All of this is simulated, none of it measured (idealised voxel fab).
process module | voxel fin reveal
cross-section cut | 250 nm wide | cells 5 nm
A cross-section is a grid of square cells, given in bands from the top down. A band is one or more rows of cells.
Each band's line starts with the height of the band's top and of its bottom, in nm. Then come its materials from left to right, each with its width in nm. One material with "throughout" fills the band from edge to edge. "air" is empty space.
Height 0 is the level under which the wafer as received is all one material. The lowest band goes on downwards, as in "0 down".
A width such as "30 to 40" changes by the same amount from each row of cells to the next, from the band's top row to its bottom row.
"no change" after a step means that no cell of the cross-section changed.
closed voids: empty space of 8 cells or more with no open way to the top, each as width x height at its distance from the left edge, in nm
after a step's settings: what the simulator itself notes on the step
overlay nm, on a step with a mask: how far to the right of its planned place the mask lay; to the left if negative
plan
1 op RECEIVE | material Si
2 op CONFORMAL_DEP | material SiN | thk nm 5
3 op DIRECTIONAL_DEP | material aC | thk nm 15
4 op PATTERN | tone cover | mask id FINS | material resist | width nm 15 | pitch nm 35 | thk nm 35 | overlay nm 0
5 op DIRECTIONAL_ETCH | etch materials aC | depth nm 15
6 op STRIP | etch materials resist
7 op DIRECTIONAL_ETCH | etch materials SiN | depth nm 5
8 op DIRECTIONAL_ETCH | etch materials Si | depth nm 30
9 op STRIP | etch materials aC
10 op FILL_DEP | material SiO2 | thk nm 5
11 op CMP | height nm 5
12 op SELECTIVE_ETCH | etch materials SiO2 | depth nm 25
13 op STRIP | etch materials SiN
14 op CONFORMAL_DEP | material HfO2 | thk nm 5
as received, after step 1
  0 down: Si throughout
  closed voids: none
first wafer at the end, as planned
  5 to 0: air 60 | HfO2 25 | air 10 | HfO2 25 | air 10 | HfO2 25 | air 10 | HfO2 25 | air 60
  0 to -15: air 60 | HfO2 5 | Si 15 | HfO2 5 | air 10 | HfO2 5 | Si 15 | HfO2 5 | air 10 | HfO2 5 | Si 15 | HfO2 5 | air 10 | HfO2 5 | Si 15 | HfO2 5 | air 60
  -15 to -20: HfO2 65 | Si 15 | HfO2 20 | Si 15 | HfO2 20 | Si 15 | HfO2 20 | Si 15 | HfO2 65
  -20 to -30: SiO2 65 | Si 15 | SiO2 20 | Si 15 | SiO2 20 | Si 15 | SiO2 20 | Si 15 | SiO2 65
  -30 down: Si throughout
  closed voids: none
second wafer at the end: like start, like plan, one mistake
  5 to 0: air 60 | SiO2 25 | air 10 | SiO2 25 | air 10 | SiO2 25 | air 10 | SiO2 25 | air 60
  0 to -15: air 60 | SiO2 5 | Si 15 | SiO2 5 | air 10 | SiO2 5 | Si 15 | SiO2 5 | air 10 | SiO2 5 | Si 15 | SiO2 5 | air 10 | SiO2 5 | Si 15 | SiO2 5 | air 60
  -15 to -30: SiO2 65 | Si 15 | SiO2 20 | Si 15 | SiO2 20 | Si 15 | SiO2 20 | Si 15 | SiO2 65
  -30 down: Si throughout
  closed voids: none
what went wrong: step 14 ran as: op CONFORMAL_DEP | material SiO2 | thk nm 5
at the end the second wafer has, in cells: 82 fewer of HfO2 | 82 more of SiO2
